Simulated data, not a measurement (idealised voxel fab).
process module | voxel lift off
cross-section cut | 285 nm wide | cells 5 nm
A cross-section is a grid of square cells, given in bands from the top down. A band is one or more rows of cells.
Each band's line starts with the height of the band's top and of its bottom, in nm. Then come its materials from left to right, each with its width in nm. One material with "throughout" fills the band from edge to edge. "air" is empty space.
Height 0 is the level under which the wafer as received is all one material. The lowest band goes on downwards, as in "0 down".
A width such as "30 to 40" changes by the same amount from each row of cells to the next, from the band's top row to its bottom row.
"no change" after a step means that no cell of the cross-section changed.
closed voids: empty space of 8 cells or more with no open way to the top, each as width x height at its distance from the left edge, in nm
after a step's settings: what the simulator itself notes on the step
overlay nm, on a step with a mask: how far to the right of its planned place the mask lay; to the left if negative
plan
1 op RECEIVE | material Si
2 op CONFORMAL_DEP | material Al2O3 | thk nm 15
3 op PATTERN | tone open | mask id LINES | material resist | width nm 20 | pitch nm 40 | thk nm 30 | overlay nm -15
4 op DIRECTIONAL_DEP | material Ru | thk nm 15
5 op STRIP | etch materials resist
6 op CONFORMAL_DEP | material SiO2 | thk nm 5
varied across the wafers: overlay nm of step 3. The plan shows the first wafer's value. All wafers start alike
first wafer as received, after step 1
  0 down: Si throughout
  closed voids: none
each wafer at the end: cells of each material gained (+) or lost (-) since it was received, then its closed voids
overlay nm -15 | +171 Al2O3 | +48 Ru | +81 SiO2 | closed voids: none
overlay nm -10 | +171 Al2O3 | +48 Ru | +81 SiO2 | closed voids: none
overlay nm -5 | +171 Al2O3 | +48 Ru | +81 SiO2 | closed voids: none
overlay nm 0 | +171 Al2O3 | +48 Ru | +81 SiO2 | closed voids: none
overlay nm 5 | +171 Al2O3 | +48 Ru | +81 SiO2 | closed voids: none
overlay nm 10 | +171 Al2O3 | +48 Ru | +81 SiO2 | closed voids: none
overlay nm 15 | +171 Al2O3 | +48 Ru | +81 SiO2 | closed voids: none
